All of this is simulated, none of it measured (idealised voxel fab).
This is a process module. Its name is voxel self aligned contacts.
Shown is cross-section cut, with a width of 295 nm and square cells of size 5 nm.
Notation: cross-section as square-cell grid; stated in bands, top first, going down; one or more cell rows per band. A band entry consists of two parts. The first gives the height of the band's top and the height of its bottom, in nm. The rest lists the band's materials from left to right, each with its width in nm. A single material labelled with the word "edge to edge" fills the band from edge to edge, and the word "empty" marks empty space. Height reference: 0 = level under which incoming wafer is all one material. Lowest band: no bottom, runs on downward, e.g. "0..down". Quick explanation for "30 to 40": the width changes in equal steps down the rows of cells, from the first number in the band's top row to the second number in its bottom row. Where the words "nothing altered" appear for a step, the cross-section shows no cell changed by that step; every cell remained as before. "Sealed void inventory" - sealed voids, min. 8 cells, no opening to top; format: width x height at distance (distance from left edge; nm throughout). Heads up: the bit after the settings on a step's line is the simulator's remark on that step. overlay nm: for a step with a mask, the amount by which the mask lay right of where it was planned; a negative amount means left of it.

-- These are the steps we planned for the process
1 RECEIVE,material Si
2 OXIDIZE,depth nm 5
3 DIRECTIONAL_DEP,material polySi,thk nm 30
4 DIRECTIONAL_DEP,material SiN,thk nm 20
5 PATTERN,tone cover,mask id GATE,material resist,width nm 30,pitch nm 65,thk nm 15,overlay nm 0
6 DIRECTIONAL_ETCH,etch materials SiN,depth nm 20
7 DIRECTIONAL_ETCH,etch materials polySi,depth nm 30
8 STRIP,etch materials resist
9 CONFORMAL_DEP,material SiN,thk nm 5
10 DIRECTIONAL_ETCH,etch materials SiN,depth nm 5
11 FILL_DEP,material SiO2,thk nm 15
12 CMP,height nm 60
13 PATTERN,tone open,mask id CONTACT,material resist,width nm 45,thk nm 20,overlay nm -15
14 DIRECTIONAL_ETCH,etch materials SiO2,depth nm 65
15 STRIP,etch materials resist
16 CONFORMAL_DEP,material TiN,thk nm 5
17 FILL_DEP,material Ru,thk nm 10
18 CMP,height nm 60
19 CONFORMAL_DEP,material SiCN,thk nm 5
Wafers differ in overlay nm at step 13; plan lists the first wafer's value; identical starting state.

-- Cross-section of the first incoming wafer of several, state after step 1
  0..down = Si edge to edge
  Sealed void inventory: none

-- Cross-sectional representation of the first of several wafers at the end of the module, i.e. after its terminal step, step 19
  65..60 = SiCN edge to edge
  60..50 = SiO2=110 / TiN=5 to 30 / Ru=35 to 10 / TiN=5 / SiO2=140
  50..30 = SiO2=95 / SiN=40 / TiN=5 / Ru=10 / TiN=5 / SiO2=5 / SiN=40 / SiO2=95
  30..0 = SiO2=95 / SiN=5 / polySi=30 / SiN=5 / TiN=5 / Ru=10 / TiN=5 / SiO2=5 / SiN=5 / polySi=30 / SiN=5 / SiO2=95
  0..-5 = SiO2=135 / TiN=20 / SiO2=140
  -5..down = Si edge to edge
  Sealed void inventory: none

-- X-section, last wafer, module end
  65..60 = SiCN edge to edge
  60..50 = SiO2=140 / TiN=5 / Ru=35 to 10 / TiN=5 to 30 / SiO2=110
  50..30 = SiO2=95 / SiN=40 / SiO2=5 / TiN=5 / Ru=10 / TiN=5 / SiN=40 / SiO2=95
  30..0 = SiO2=95 / SiN=5 / polySi=30 / SiN=5 / SiO2=5 / TiN=5 / Ru=10 / TiN=5 / SiN=5 / polySi=30 / SiN=5 / SiO2=95
  0..-5 = SiO2=140 / TiN=20 / SiO2=135
  -5..down = Si edge to edge
  Sealed void inventory: none

-- What follows is a table in which each wafer occupies a row; for the wafer as it stands at the close of the module, the row states, material by material, how many cells have been gained (+) or lost (-) since receipt, and then gives its closed voids
overlay nm -15 | +29 Ru | -59 Si | +59 SiCN | +88 SiN | +545 SiO2 | +33 TiN | +72 polySi | Sealed void inventory: none
overlay nm -10 | +40 Ru | -59 Si | +59 SiCN | +88 SiN | +534 SiO2 | +33 TiN | +72 polySi | Sealed void inventory: none
overlay nm -5 | +40 Ru | -59 Si | +59 SiCN | +88 SiN | +534 SiO2 | +33 TiN | +72 polySi | Sealed void inventory: none
overlay nm 0 | +40 Ru | -59 Si | +59 SiCN | +88 SiN | +534 SiO2 | +33 TiN | +72 polySi | Sealed void inventory: none
overlay nm 5 | +40 Ru | -59 Si | +59 SiCN | +88 SiN | +534 SiO2 | +33 TiN | +72 polySi | Sealed void inventory: none
overlay nm 10 | +40 Ru | -59 Si | +59 SiCN | +88 SiN | +534 SiO2 | +33 TiN | +72 polySi | Sealed void inventory: none
overlay nm 15 | +29 Ru | -59 Si | +59 SiCN | +88 SiN | +545 SiO2 | +33 TiN | +72 polySi | Sealed void inventory: none
